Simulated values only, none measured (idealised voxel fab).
The process module that follows is named voxel capacitor over wiring.
This is section cut - it's 230 nm across, gridded in 5 nm square cells.
Square cells in a grid make up a cross-section in this document, and the grid is given as bands, listed from the top down, each one or more rows of cells. Each band's line starts with the height of the band's top and of its bottom, in nm. Then come its materials from left to right, each with its width in nm. One material with "throughout" fills the band from edge to edge. "air" is empty space. Below 0: as-received wafer, all one material; heights counted from there. Lowest band: no bottom, goes on down, written "top 0, no bottom". Think of "30..40" as a width that walks from the first number to the second as you go down the band, top row to bottom row, taking equal-sized steps from row to row. Step note "no alterations made" = no cross-section cell changed. Heads up: "Fully sealed voids" only lists the empty pockets with no open path to the top that are 8 cells or more, and it writes them as width x height at distance, distance from the left edge, in nm. On each step's line, the part that comes after the settings is the simulator's own comment on the step. overlay nm: how far to the right of its planned place the mask lay on this masked step (negative: to the left).

The following list gives the planned process steps
1. RECEIVE: material Si
2. CONFORMAL_DEP: material SiO2, thk nm 10
3. CONFORMAL_DEP: material SiN, thk nm 5
4. DIRECTIONAL_DEP: material SiO2, thk nm 25
5. DIRECTIONAL_DEP: material aC, thk nm 10
6. PATTERN: tone open, mask id METAL_1, material resist, width nm 20, pitch nm 90, thk nm 30, overlay nm 0
7. DIRECTIONAL_ETCH: etch materials aC, depth nm 10
8. STRIP: etch materials resist
9. DIRECTIONAL_ETCH: etch materials SiO2, depth nm 25
10. DIRECTIONAL_ETCH: etch materials SiN, depth nm 5
11. STRIP: etch materials aC
12. CONFORMAL_DEP: material TiN, thk nm 5
13. FILL_DEP: material Cu, thk nm 5
14. CMP: height nm 40
15. CONFORMAL_DEP: material SiCN, thk nm 5
16. DIRECTIONAL_DEP: material lowk, thk nm 20
17. DIRECTIONAL_DEP: material aC, thk nm 10
18. PATTERN: tone open, mask id PLUG_1, material resist, width nm 15, thk nm 25, overlay nm 0
19. DIRECTIONAL_ETCH: etch materials aC, depth nm 10
20. STRIP: etch materials resist
21. DIRECTIONAL_ETCH: etch materials lowk, depth nm 20
22. DIRECTIONAL_ETCH: etch materials SiCN, depth nm 5
23. STRIP: etch materials aC
24. CONFORMAL_DEP: material TiN, thk nm 5
25. FILL_DEP: material W, thk nm 10
26. CMP: height nm 65
27. DIRECTIONAL_DEP: material TiN, thk nm 10
28. DIRECTIONAL_DEP: material HfO2, thk nm 5
29. DIRECTIONAL_DEP: material TiN, thk nm 5
30. DIRECTIONAL_DEP: material aC, thk nm 15
31. PATTERN: tone cover, mask id UPPER_PLATE, material resist, width nm 75, thk nm 35, overlay nm 0
32. DIRECTIONAL_ETCH: etch materials aC, depth nm 15
33. STRIP: etch materials resist
34. DIRECTIONAL_ETCH: etch materials TiN, depth nm 5
35. DIRECTIONAL_ETCH: etch materials HfO2, depth nm 5
36. STRIP: etch materials aC
37. PATTERN: tone cover, mask id LOWER_PLATE, material resist, width nm 85, thk nm 20, overlay nm 0
38. DIRECTIONAL_ETCH: etch materials TiN, depth nm 10
39. STRIP: etch materials resist
40. FILL_DEP: material SiO2, thk nm 15
41. CMP: height nm 95
42. MASKED_ETCH: tone open, mask id PLUG_2, width nm 15, etch materials SiO2, depth nm 10, overlay nm 0
43. CONFORMAL_DEP: material TiN, thk nm 5
44. FILL_DEP: material W, thk nm 10
45. CMP: height nm 95
46. CONFORMAL_DEP: material SiN, thk nm 5

Wafer as received: cross-section following step 1
top 0, no bottom  Si throughout
Fully sealed voids: none

End state of the module in cross-section, given the above starting point and plan and one mistake in execution
top 100, bottom 95  SiN throughout
top 95, bottom 90  SiO2 75, TiN 5, W 5, TiN 5, SiO2 140
top 90, bottom 80  SiO2 75..65, TiN 15..75, SiO2 140..90
top 80, bottom 75  W throughout
top 75, bottom 65  TiN throughout
top 65, bottom 45  lowk 65, TiN 5, W 5, TiN 5, lowk 150
top 45, bottom 40  SiCN 65, TiN 15, SiCN 150
top 40, bottom 15  SiO2 60, TiN 5, Cu 10, TiN 5, SiO2 70, TiN 5, Cu 10, TiN 5, SiO2 60
top 15, bottom 10  SiN 60, TiN 20, SiN 70, TiN 20, SiN 60
top 10, bottom 0  SiO2 throughout
top 0, no bottom  Si throughout
Fully sealed voids: none
Processing error: not per plan at step 28, really ran DIRECTIONAL_DEP: material W, thk nm 5
